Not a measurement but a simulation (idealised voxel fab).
process module | voxel self aligned contacts
cross-section cut | 210 nm wide | cells 5 nm
A cross-section is a grid of square cells, given in bands from the top down. A band is one or more rows of cells.
Each band's line starts with the height of the band's top and of its bottom, in nm. Then come its materials from left to right, each with its width in nm. One material with "throughout" fills the band from edge to edge. "air" is empty space.
Height 0 is the level under which the wafer as received is all one material. The lowest band goes on downwards, as in "0 down".
A width such as "30 to 40" changes by the same amount from each row of cells to the next, from the band's top row to its bottom row.
"no change" after a step means that no cell of the cross-section changed.
closed voids: empty space of 8 cells or more with no open way to the top, each as width x height at its distance from the left edge, in nm
after a step's settings: what the simulator itself notes on the step
overlay nm, on a step with a mask: how far to the right of its planned place the mask lay; to the left if negative
plan
1 op RECEIVE | material Si
2 op OXIDIZE | depth nm 5
3 op DIRECTIONAL_DEP | material polySi | thk nm 20
4 op DIRECTIONAL_DEP | material SiN | thk nm 15
5 op MASKED_ETCH | tone cover | mask id GATE | width nm 35 | pitch nm 65 | etch materials SiN | depth nm 15 | overlay nm 0
6 op MASKED_ETCH | tone cover | mask id GATE | width nm 35 | pitch nm 65 | etch materials polySi | depth nm 20 | overlay nm 0
7 op CONFORMAL_DEP | material SiN | thk nm 5
8 op DIRECTIONAL_ETCH | etch materials SiN | depth nm 5
9 op FILL_DEP | material SiO2 | thk nm 10
10 op CMP | height nm 40
11 op MASKED_ETCH | tone open | mask id CONTACT | width nm 50 | etch materials SiO2 | depth nm 35 | overlay nm 0
12 op CONFORMAL_DEP | material TiN | thk nm 5
13 op FILL_DEP | material W | thk nm 10
14 op CMP | height nm 40
15 op CONFORMAL_DEP | material SiN | thk nm 5
varied across the wafers: depth nm of step 11. The plan shows the first wafer's value. All wafers start alike
first wafer as received, after step 1
  0 down: Si throughout
  closed voids: none
first wafer at the end, after step 15
  45 to 40: SiN throughout
  40 to 35: SiO2 80 | TiN 20 | W 10 | TiN 20 | SiO2 80
  35 to 20: SiO2 50 | SiN 45 | TiN 5 | W 10 | TiN 5 | SiN 45 | SiO2 50
  20 to 10: SiO2 50 | SiN 5 | polySi 35 | SiN 5 | TiN 5 | W 10 | TiN 5 | SiN 5 | polySi 35 | SiN 5 | SiO2 50
  10 to 5: SiO2 50 | SiN 5 | polySi 35 | SiN 5 | TiN 20 | SiN 5 | polySi 35 | SiN 5 | SiO2 50
  5 to 0: SiO2 50 | SiN 5 | polySi 35 | SiN 5 | SiO2 20 | SiN 5 | polySi 35 | SiN 5 | SiO2 50
  0 to -5: SiO2 throughout
  -5 down: Si throughout
  closed voids: none
last wafer at the end
  45 to 40: SiN throughout
  40 to 35: SiO2 80 | TiN 20 | W 10 | TiN 20 | SiO2 80
  35 to 20: SiO2 50 | SiN 45 | TiN 5 | W 10 | TiN 5 | SiN 45 | SiO2 50
  20 to 0: SiO2 50 | SiN 5 | polySi 35 | SiN 5 | TiN 5 | W 10 | TiN 5 | SiN 5 | polySi 35 | SiN 5 | SiO2 50
  0 to -5: SiO2 95 | TiN 20 | SiO2 95
  -5 down: Si throughout
  closed voids: none
each wafer at the end: cells of each material gained (+) or lost (-) since it was received, then its closed voids
depth nm 35 | -42 Si | +112 SiN | +218 SiO2 | +22 TiN | +12 W | +56 polySi | closed voids: none
depth nm 40 | -42 Si | +112 SiN | +214 SiO2 | +24 TiN | +14 W | +56 polySi | closed voids: none
depth nm 45 | -42 Si | +112 SiN | +210 SiO2 | +26 TiN | +16 W | +56 polySi | closed voids: none
depth nm 50 | -42 Si | +112 SiN | +210 SiO2 | +26 TiN | +16 W | +56 polySi | closed voids: none
depth nm 55 | -42 Si | +112 SiN | +210 SiO2 | +26 TiN | +16 W | +56 polySi | closed voids: none
depth nm 60 | -42 Si | +112 SiN | +210 SiO2 | +26 TiN | +16 W | +56 polySi | closed voids: none
